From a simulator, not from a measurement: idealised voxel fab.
Presented below is a process module, voxel tone inversion.
Each square cell in cross-section cut measures 5 nm, and the section as a whole is 170 nm wide.
A cross-section is written here as square cells arranged in a grid, and it is given in bands from the top down, each band taking up one or more rows of cells.
It is stipulated that each band's entry specify, in nanometres, the height of the top of the band and then that of its bottom, followed by the materials of the band in left-to-right sequence, each together with its width in nanometres. A single material marked by the word "all across" is understood to fill the band from edge to edge; the word "empty" is understood to denote empty space.
Heights are expressed relative to 0, this being the level below which the as-received wafer comprises one material exclusively. The lowest band is unbounded in the downward direction and is denoted as in "0 -> down".
Width "30..40": first value at the band's top row of cells, second value at its bottom row, equal change from row to row.
"no change occurred", as given for a step, is the statement that not any cell of the cross-section underwent a change during that step.
"Closed empty spaces": sealed empty spaces, 8 cells or more, no open way to top, listed width x height at distance, with distance from the left edge and width, height and distance in nm.
Read whatever lies past the settings on a step's line as the simulator's own remark about the step.
You can add "overlay nm" to a step's line. For a step with a mask, it describes how far the mask lay to the right of its planned position, and a negative number describes a lay to the left.
### These are the steps we planned for the process
1: RECEIVE: material Si
2: CONFORMAL_DEP: material SiN, thk nm 5
3: DIRECTIONAL_DEP: material aC, thk nm 15
4: PATTERN: tone cover, mask id POSTS, material resist, width nm 20, pitch nm 40, thk nm 20, overlay nm 0
5: DIRECTIONAL_ETCH: etch materials aC, depth nm 15
6: STRIP: etch materials resist
7: FILL_DEP: material SiO2, thk nm 5
8: CMP: height nm 20
9: STRIP: etch materials aC
### first wafer, as planned
### Shown in cross-section is the wafer as received, that is, as it stands after step 1
    0 -> down = Si all across
    Closed empty spaces: none
### Upon completion of step 2, the wafer appears in cross-section as shown
    5 -> 0 = SiN all across
    Under 0: no change, same as before.
### Upon completion of step 3, the wafer appears in cross-section as shown
    20 -> 5 = aC all across
    Under 5: no change, same as before.
### Upon completion of step 4, the wafer appears in cross-section as shown
    40 -> 20 = empty 15  resist 20  empty 20  resist 20  empty 20  resist 20  empty 20  resist 20  empty 15
    Under 20: no change, same as before.
### Upon completion of step 5, the wafer appears in cross-section as shown
    25 -> 20 = empty 15  resist 20  empty 20  resist 20  empty 20  resist 20  empty 20  resist 20  empty 15
    20 -> 5 = empty 15  aC 20  empty 20  aC 20  empty 20  aC 20  empty 20  aC 20  empty 15
    Under 5: no change, same as before.
### Upon completion of step 6, the wafer appears in cross-section as shown
    20 -> 5 = empty 15  aC 20  empty 20  aC 20  empty 20  aC 20  empty 20  aC 20  empty 15
    Under 5: no change, same as before.
### Upon completion of step 7, the wafer appears in cross-section as shown
    25 -> 20 = SiO2 all across
    20 -> 5 = SiO2 15  aC 20  SiO2 20  aC 20  SiO2 20  aC 20  SiO2 20  aC 20  SiO2 15
    Under 5: no change, same as before.
### Upon completion of step 8, the wafer appears in cross-section as shown
    20 -> 5 = SiO2 15  aC 20  SiO2 20  aC 20  SiO2 20  aC 20  SiO2 20  aC 20  SiO2 15
    Under 5: no change, same as before.
### Upon completion of step 9, the wafer appears in cross-section as shown
    20 -> 5 = SiO2 15  empty 20  SiO2 20  empty 20  SiO2 20  empty 20  SiO2 20  empty 20  SiO2 15
    Under 5: no change, same as before.
### Wafer two of the pair: same origin, same plan, one error during the run; identical to wafer one up to and including step 3
### Cross-section, second wafer, at the end time the plan gives for step 4
    40 -> 20 = resist 15  empty 20  resist 20  empty 20  resist 20  empty 20  resist 20  empty 20  resist 15
    Under 20: no change, same as before.
### Cross-section, second wafer, at the end time the plan gives for step 5
    25 -> 20 = resist 15  empty 20  resist 20  empty 20  resist 20  empty 20  resist 20  empty 20  resist 15
    20 -> 5 = aC 15  empty 20  aC 20  empty 20  aC 20  empty 20  aC 20  empty 20  aC 15
    Under 5: no change, same as before.
### Cross-section, second wafer, at the end time the plan gives for step 6
    20 -> 5 = aC 15  empty 20  aC 20  empty 20  aC 20  empty 20  aC 20  empty 20  aC 15
    Under 5: no change, same as before.
### Cross-section, second wafer, at the end time the plan gives for step 7
    25 -> 20 = SiO2 all across
    20 -> 5 = aC 15  SiO2 20  aC 20  SiO2 20  aC 20  SiO2 20  aC 20  SiO2 20  aC 15
    Under 5: no change, same as before.
### Cross-section, second wafer, at the end time the plan gives for step 8
    20 -> 5 = aC 15  SiO2 20  aC 20  SiO2 20  aC 20  SiO2 20  aC 20  SiO2 20  aC 15
    Under 5: no change, same as before.
### Cross-section, second wafer, at the end time the plan gives for step 9
    20 -> 5 = empty 15  SiO2 20  empty 20  SiO2 20  empty 20  SiO2 20  empty 20  SiO2 20  empty 15
    Under 5: no change, same as before.
Processing error: the process deviated at step 4: the operation and settings actually run there were PATTERN: tone open, mask id POSTS, material resist, width nm 20, pitch nm 40, thk nm 20, overlay nm 0
It is noted that, at the conclusion of processing, the second wafer exhibits a higher or lower cell count for certain materials relative to the first: SiO2 -6
